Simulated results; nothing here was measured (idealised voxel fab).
voxel gate over fins: a process module
The cross-section shown here is cut; it is 260 nm wide and divided into square cells measuring 5 nm on a side.
Cross-section spec: square-cell grid; bands listed top down; each band is one or more rows.
Per band: top height and bottom height in nm, followed by the left-to-right materials and their widths in nm; "edge to edge" marks a single material spanning edge to edge, "empty" marks empty space.
Heights are expressed relative to 0, this being the level below which the as-received wafer comprises one material exclusively. The lowest band is unbounded in the downward direction and is denoted as in "0 and below".
The width entry "30 to 40" should be interpreted row by row: the top row of cells in the band takes the first number, the bottom row takes the second number, and the change between adjacent rows is uniform throughout.
"changes: none" for a step: no cell of the cross-section changed in that step.
Reported under the label "Internal closed voids" are the empty spaces having no open way to the top and comprising 8 cells or more; the notation for each is width x height at distance, in which the distance is measured from the left edge and all three values are in nm.
Past the settings on a step's line: simulator remark, on that step.
The setting "overlay nm" may be written on the line of a step. When the step uses a mask, the value reports how far to the right of the planned place the mask lay, and a negative value reports that it lay to the left.
Each of the pairs that make up the rest of this document says: here is the cross-section before one process step, here is the cross-section after it, drawn only down to the lowest band that changed, and here, under the pair, is the step lying between them with its settings. Different pairs may come from different runs of this module on the same starting wafer, so a pair continues from the pair above it only where its entry headed "Prior to step" says so.
### Prior to step
  15 down to 10 = 30 of empty / 45 of TiAl / 5 of empty / 45 of TiAl / 5 of empty / 45 of TiAl / 5 of empty / 45 of TiAl / 35 of empty
  10 down to 5 = 30 of empty / 5 of TiAl / 35 of TiN / 5 of TiAl / 5 of empty / 5 of TiAl / 35 of TiN / 5 of TiAl / 5 of empty / 5 of TiAl / 35 of TiN / 5 of TiAl / 5 of empty / 5 of TiAl / 35 of TiN / 5 of TiAl / 35 of empty
  5 down to 0 = 30 of empty / 5 of TiAl / 5 of TiN / 25 of HfO2 / 5 of TiN / 5 of TiAl / 5 of empty / 5 of TiAl / 5 of TiN / 25 of HfO2 / 5 of TiN / 5 of TiAl / 5 of empty / 5 of TiAl / 5 of TiN / 25 of HfO2 / 5 of TiN / 5 of TiAl / 5 of empty / 5 of TiAl / 5 of TiN / 25 of HfO2 / 5 of TiN / 5 of TiAl / 35 of empty
  0 down to -20 = 30 of empty / 5 of TiAl / 5 of TiN / 5 of HfO2 / 5 of SiO2 / 5 of Si / 5 of SiO2 / 5 of HfO2 / 5 of TiN / 5 of TiAl / 5 of empty / 5 of TiAl / 5 of TiN / 5 of HfO2 / 5 of SiO2 / 5 of Si / 5 of SiO2 / 5 of HfO2 / 5 of TiN / 5 of TiAl / 5 of empty / 5 of TiAl / 5 of TiN / 5 of HfO2 / 5 of SiO2 / 5 of Si / 5 of SiO2 / 5 of HfO2 / 5 of TiN / 5 of TiAl / 5 of empty / 5 of TiAl / 5 of TiN / 5 of HfO2 / 5 of SiO2 / 5 of Si / 5 of SiO2 / 5 of HfO2 / 5 of TiN / 5 of TiAl / 35 of empty
  -20 down to -25 = 35 of TiAl / 5 of TiN / 5 of HfO2 / 5 of SiO2 / 5 of Si / 5 of SiO2 / 5 of HfO2 / 5 of TiN / 15 of TiAl / 5 of TiN / 5 of HfO2 / 5 of SiO2 / 5 of Si / 5 of SiO2 / 5 of HfO2 / 5 of TiN / 15 of TiAl / 5 of TiN / 5 of HfO2 / 5 of SiO2 / 5 of Si / 5 of SiO2 / 5 of HfO2 / 5 of TiN / 15 of TiAl / 5 of TiN / 5 of HfO2 / 5 of SiO2 / 5 of Si / 5 of SiO2 / 5 of HfO2 / 5 of TiN / 40 of TiAl
  -25 down to -30 = 40 of TiN / 5 of HfO2 / 5 of SiO2 / 5 of Si / 5 of SiO2 / 5 of HfO2 / 25 of TiN / 5 of HfO2 / 5 of SiO2 / 5 of Si / 5 of SiO2 / 5 of HfO2 / 25 of TiN / 5 of HfO2 / 5 of SiO2 / 5 of Si / 5 of SiO2 / 5 of HfO2 / 25 of TiN / 5 of HfO2 / 5 of SiO2 / 5 of Si / 5 of SiO2 / 5 of HfO2 / 45 of TiN
  -30 down to -35 = 45 of HfO2 / 5 of SiO2 / 5 of Si / 5 of SiO2 / 35 of HfO2 / 5 of SiO2 / 5 of Si / 5 of SiO2 / 35 of HfO2 / 5 of SiO2 / 5 of Si / 5 of SiO2 / 35 of HfO2 / 5 of SiO2 / 5 of Si / 5 of SiO2 / 50 of HfO2
  -35 down to -40 = 50 of SiO2 / 5 of Si / 45 of SiO2 / 5 of Si / 45 of SiO2 / 5 of Si / 45 of SiO2 / 5 of Si / 55 of SiO2
  -40 and below = Si edge to edge
  Internal closed voids: none
### Step Outcome
  20 down to 15 = 25 of empty / 205 of TiN / 30 of empty
  15 down to 10 = 25 of empty / 5 of TiN / 45 of TiAl / 5 of TiN / 45 of TiAl / 5 of TiN / 45 of TiAl / 5 of TiN / 45 of TiAl / 5 of TiN / 30 of empty
  10 down to 5 = 25 of empty / 5 of TiN / 5 of TiAl / 35 of TiN / 5 of TiAl / 5 of TiN / 5 of TiAl / 35 of TiN / 5 of TiAl / 5 of TiN / 5 of TiAl / 35 of TiN / 5 of TiAl / 5 of TiN / 5 of TiAl / 35 of TiN / 5 of TiAl / 5 of TiN / 30 of empty
  5 down to 0 = 25 of empty / 5 of TiN / 5 of TiAl / 5 of TiN / 25 of HfO2 / 5 of TiN / 5 of TiAl / 5 of TiN / 5 of TiAl / 5 of TiN / 25 of HfO2 / 5 of TiN / 5 of TiAl / 5 of TiN / 5 of TiAl / 5 of TiN / 25 of HfO2 / 5 of TiN / 5 of TiAl / 5 of TiN / 5 of TiAl / 5 of TiN / 25 of HfO2 / 5 of TiN / 5 of TiAl / 5 of TiN / 30 of empty
  0 down to -15 = 25 of empty / 5 of TiN / 5 of TiAl / 5 of TiN / 5 of HfO2 / 5 of SiO2 / 5 of Si / 5 of SiO2 / 5 of HfO2 / 5 of TiN / 5 of TiAl / 5 of TiN / 5 of TiAl / 5 of TiN / 5 of HfO2 / 5 of SiO2 / 5 of Si / 5 of SiO2 / 5 of HfO2 / 5 of TiN / 5 of TiAl / 5 of TiN / 5 of TiAl / 5 of TiN / 5 of HfO2 / 5 of SiO2 / 5 of Si / 5 of SiO2 / 5 of HfO2 / 5 of TiN / 5 of TiAl / 5 of TiN / 5 of TiAl / 5 of TiN / 5 of HfO2 / 5 of SiO2 / 5 of Si / 5 of SiO2 / 5 of HfO2 / 5 of TiN / 5 of TiAl / 5 of TiN / 30 of empty
  -15 down to -20 = 30 of TiN / 5 of TiAl / 5 of TiN / 5 of HfO2 / 5 of SiO2 / 5 of Si / 5 of SiO2 / 5 of HfO2 / 5 of TiN / 5 of TiAl / 5 of TiN / 5 of TiAl / 5 of TiN / 5 of HfO2 / 5 of SiO2 / 5 of Si / 5 of SiO2 / 5 of HfO2 / 5 of TiN / 5 of TiAl / 5 of TiN / 5 of TiAl / 5 of TiN / 5 of HfO2 / 5 of SiO2 / 5 of Si / 5 of SiO2 / 5 of HfO2 / 5 of TiN / 5 of TiAl / 5 of TiN / 5 of TiAl / 5 of TiN / 5 of HfO2 / 5 of SiO2 / 5 of Si / 5 of SiO2 / 5 of HfO2 / 5 of TiN / 5 of TiAl / 35 of TiN
  Below -20 it's all the same as before, nothing changed down there.
  Internal closed voids: none
The structure goes from the before cross-section above to the after cross-section through CONFORMAL_DEP | material TiN | thk nm 5
Prior to step: carried over from the after image of the pair right above.
### Step Outcome
  30 down to 20 = W edge to edge
  20 down to 15 = 25 of W / 205 of TiN / 30 of W
  15 down to 10 = 25 of W / 5 of TiN / 45 of TiAl / 5 of TiN / 45 of TiAl / 5 of TiN / 45 of TiAl / 5 of TiN / 45 of TiAl / 5 of TiN / 30 of W
  10 down to 5 = 25 of W / 5 of TiN / 5 of TiAl / 35 of TiN / 5 of TiAl / 5 of TiN / 5 of TiAl / 35 of TiN / 5 of TiAl / 5 of TiN / 5 of TiAl / 35 of TiN / 5 of TiAl / 5 of TiN / 5 of TiAl / 35 of TiN / 5 of TiAl / 5 of TiN / 30 of W
  5 down to 0 = 25 of W / 5 of TiN / 5 of TiAl / 5 of TiN / 25 of HfO2 / 5 of TiN / 5 of TiAl / 5 of TiN / 5 of TiAl / 5 of TiN / 25 of HfO2 / 5 of TiN / 5 of TiAl / 5 of TiN / 5 of TiAl / 5 of TiN / 25 of HfO2 / 5 of TiN / 5 of TiAl / 5 of TiN / 5 of TiAl / 5 of TiN / 25 of HfO2 / 5 of TiN / 5 of TiAl / 5 of TiN / 30 of W
  0 down to -15 = 25 of W / 5 of TiN / 5 of TiAl / 5 of TiN / 5 of HfO2 / 5 of SiO2 / 5 of Si / 5 of SiO2 / 5 of HfO2 / 5 of TiN / 5 of TiAl / 5 of TiN / 5 of TiAl / 5 of TiN / 5 of HfO2 / 5 of SiO2 / 5 of Si / 5 of SiO2 / 5 of HfO2 / 5 of TiN / 5 of TiAl / 5 of TiN / 5 of TiAl / 5 of TiN / 5 of HfO2 / 5 of SiO2 / 5 of Si / 5 of SiO2 / 5 of HfO2 / 5 of TiN / 5 of TiAl / 5 of TiN / 5 of TiAl / 5 of TiN / 5 of HfO2 / 5 of SiO2 / 5 of Si / 5 of SiO2 / 5 of HfO2 / 5 of TiN / 5 of TiAl / 5 of TiN / 30 of W
  Below -15 it's all the same as before, nothing changed down there.
  Internal closed voids: none
The structure goes from the before cross-section above to the after cross-section through FILL_DEP | material W | thk nm 10
Prior to step: carried over from the after image of the pair right above.
### Step Outcome
  25 down to 20 = W edge to edge
  Below 20 it's all the same as before, nothing changed down there.
  Internal closed voids: none
The structure goes from the before cross-section above to the after cross-section through CMP | height nm 25
Prior to step: carried over from the after image of the pair right above.
### Step Outcome
  30 down to 25 = SiCN edge to edge
  Below 25 it's all the same as before, nothing changed down there.
  Internal closed voids: none
The structure goes from the before cross-section above to the after cross-section through CONFORMAL_DEP | material SiCN | thk nm 5
### Prior to step
  5 down to 0 = SiN edge to edge
  0 and below = Si edge to edge
  Internal closed voids: none
### Step Outcome
  5 down to 0 = 45 of SiN / 15 of empty / 35 of SiN / 15 of empty / 35 of SiN / 15 of empty / 35 of SiN / 15 of empty / 50 of SiN
  Below 0 it's all the same as before, nothing changed down there.
  Internal closed voids: none
The structure goes from the before cross-section above to the after cross-section through MASKED_ETCH | tone open | mask id FINS | width nm 15 | pitch nm 50 | etch materials SiN | depth nm 5 | overlay nm 0
Prior to step: carried over from the after image of the pair right above.
### Step Outcome
  5 down to 0 = 45 of SiN / 15 of empty / 35 of SiN / 15 of empty / 35 of SiN / 15 of empty / 35 of SiN / 15 of empty / 50 of SiN
  0 down to -5 = 40 of Si / 25 of SiO2 / 25 of Si / 25 of SiO2 / 25 of Si / 25 of SiO2 / 25 of Si / 25 of SiO2 / 45 of Si
  Below -5 it's all the same as before, nothing changed down there.
  Internal closed voids: none
The structure goes from the before cross-section above to the after cross-section through OXIDIZE | depth nm 5
Prior to step: carried over from the after image of the pair right above.
### Step Outcome
  20 down to 5 = SiO2 edge to edge
  5 down to 0 = 45 of SiN / 15 of SiO2 / 35 of SiN / 15 of SiO2 / 35 of SiN / 15 of SiO2 / 35 of SiN / 15 of SiO2 / 50 of SiN
  Below 0 it's all the same as before, nothing changed down there.
  Internal closed voids: none
The structure goes from the before cross-section above to the after cross-section through FILL_DEP | material SiO2 | thk nm 15
Prior to step: carried over from the after image of the pair right above.
### Step Outcome
  5 down to 0 = 45 of SiN / 15 of SiO2 / 35 of SiN / 15 of SiO2 / 35 of SiN / 15 of SiO2 / 35 of SiN / 15 of SiO2 / 50 of SiN
  Below 0 it's all the same as before, nothing changed down there.
  Internal closed voids: none
The structure goes from the before cross-section above to the after cross-section through CMP | height nm 5
Prior to step: carried over from the after image of the pair right above.
### Step Outcome
  10 down to 5 = TiN edge to edge
  Below 5 it's all the same as before, nothing changed down there.
  Internal closed voids: none
The structure goes from the before cross-section above to the after cross-section through CONFORMAL_DEP | material TiN | thk nm 5
Prior to step: carried over from the after image of the pair right above.
### Step Outcome
  15 down to 10 = Ru edge to edge
  Below 10 it's all the same as before, nothing changed down there.
  Internal closed voids: none
The structure goes from the before cross-section above to the after cross-section through FILL_DEP | material Ru | thk nm 5
Prior to step: carried over from the after image of the pair right above.
### Step Outcome
  5 down to 0 = 45 of SiN / 15 of SiO2 / 35 of SiN / 15 of SiO2 / 35 of SiN / 15 of SiO2 / 35 of SiN / 15 of SiO2 / 50 of SiN
  Below 0 it's all the same as before, nothing changed down there.
  Internal closed voids: none
The structure goes from the before cross-section above to the after cross-section through CMP | height nm 5
Prior to step: carried over from the after image of the pair right above.
### Step Outcome
  10 down to 5 = SiO2 edge to edge
  Below 5 it's all the same as before, nothing changed down there.
  Internal closed voids: none
The structure goes from the before cross-section above to the after cross-section through FILL_DEP | material SiO2 | thk nm 5
Prior to step: carried over from the after image of the pair right above.
### Step Outcome
  5 down to 0 = 45 of SiN / 15 of SiO2 / 35 of SiN / 15 of SiO2 / 35 of SiN / 15 of SiO2 / 35 of SiN / 15 of SiO2 / 50 of SiN
  Below 0 it's all the same as before, nothing changed down there.
  Internal closed voids: none
The structure goes from the before cross-section above to the after cross-section through CMP | height nm 5
Prior to step: carried over from the after image of the pair right above.
### Step Outcome
  5 down to 0 = 45 of SiN / 15 of empty / 35 of SiN / 15 of empty / 35 of SiN / 15 of empty / 35 of SiN / 15 of empty / 50 of SiN
  0 down to -5 = 40 of Si / 25 of empty / 25 of Si / 25 of empty / 25 of Si / 25 of empty / 25 of Si / 25 of empty / 45 of Si
  Below -5 it's all the same as before, nothing changed down there.
  Internal closed voids: none
The structure goes from the before cross-section above to the after cross-section through SELECTIVE_ETCH | etch materials SiO2 | depth nm 15
Prior to step: carried over from the after image of the pair right above.
### Step Outcome
  0 down to -5 = 40 of Si / 25 of empty / 25 of Si / 25 of empty / 25 of Si / 25 of empty / 25 of Si / 25 of empty / 45 of Si
  Below -5 it's all the same as before, nothing changed down there.
  Internal closed voids: none
The structure goes from the before cross-section above to the after cross-section through STRIP | etch materials SiN
Prior to step: carried over from the after image of the pair right above.
### Step Outcome
  5 down to 0 = 45 of HfO2 / 15 of empty / 35 of HfO2 / 15 of empty / 35 of HfO2 / 15 of empty / 35 of HfO2 / 15 of empty / 50 of HfO2
  0 down to -5 = 40 of Si / 25 of HfO2 / 25 of Si / 25 of HfO2 / 25 of Si / 25 of HfO2 / 25 of Si / 25 of HfO2 / 45 of Si
  Below -5 it's all the same as before, nothing changed down there.
  Internal closed voids: none
The structure goes from the before cross-section above to the after cross-section through CONFORMAL_DEP | material HfO2 | thk nm 5
Prior to step: carried over from the after image of the pair right above.
### Step Outcome
  10 down to 5 = 50 of TiN / 5 of empty / 45 of TiN / 5 of empty / 45 of TiN / 5 of empty / 45 of TiN / 5 of empty / 55 of TiN
  5 down to 0 = 45 of HfO2 / 15 of TiN / 35 of HfO2 / 15 of TiN / 35 of HfO2 / 15 of TiN / 35 of HfO2 / 15 of TiN / 50 of HfO2
  Below 0 it's all the same as before, nothing changed down there.
  Internal closed voids: none
The structure goes from the before cross-section above to the after cross-section through CONFORMAL_DEP | material TiN | thk nm 5
Prior to step: carried over from the after image of the pair right above.
### Step Outcome
  15 down to 10 = TiAl edge to edge
  10 down to 5 = 50 of TiN / 5 of TiAl / 45 of TiN / 5 of TiAl / 45 of TiN / 5 of TiAl / 45 of TiN / 5 of TiAl / 55 of TiN
  Below 5 it's all the same as before, nothing changed down there.
  Internal closed voids: none
The structure goes from the before cross-section above to the after cross-section through CONFORMAL_DEP | material TiAl | thk nm 5
Prior to step: carried over from the after image of the pair right above.
### Step Outcome
  20 down to 15 = TiN edge to edge
  Below 15 it's all the same as before, nothing changed down there.
  Internal closed voids: none
The structure goes from the before cross-section above to the after cross-section through CONFORMAL_DEP | material TiN | thk nm 5
Prior to step: carried over from the after image of the pair right above.
### Step Outcome
  30 down to 20 = W edge to edge
  Below 20 it's all the same as before, nothing changed down there.
  Internal closed voids: none
The structure goes from the before cross-section above to the after cross-section through FILL_DEP | material W | thk nm 10
Prior to step: carried over from the after image of the pair right above.
### Step Outcome
  25 down to 20 = W edge to edge
  Below 20 it's all the same as before, nothing changed down there.
  Internal closed voids: none
The structure goes from the before cross-section above to the after cross-section through CMP | height nm 25
Prior to step: carried over from the after image of the pair right above.
### Step Outcome
  30 down to 25 = SiCN edge to edge
  Below 25 it's all the same as before, nothing changed down there.
  Internal closed voids: none
The structure goes from the before cross-section above to the after cross-section through CONFORMAL_DEP | material SiCN | thk nm 5
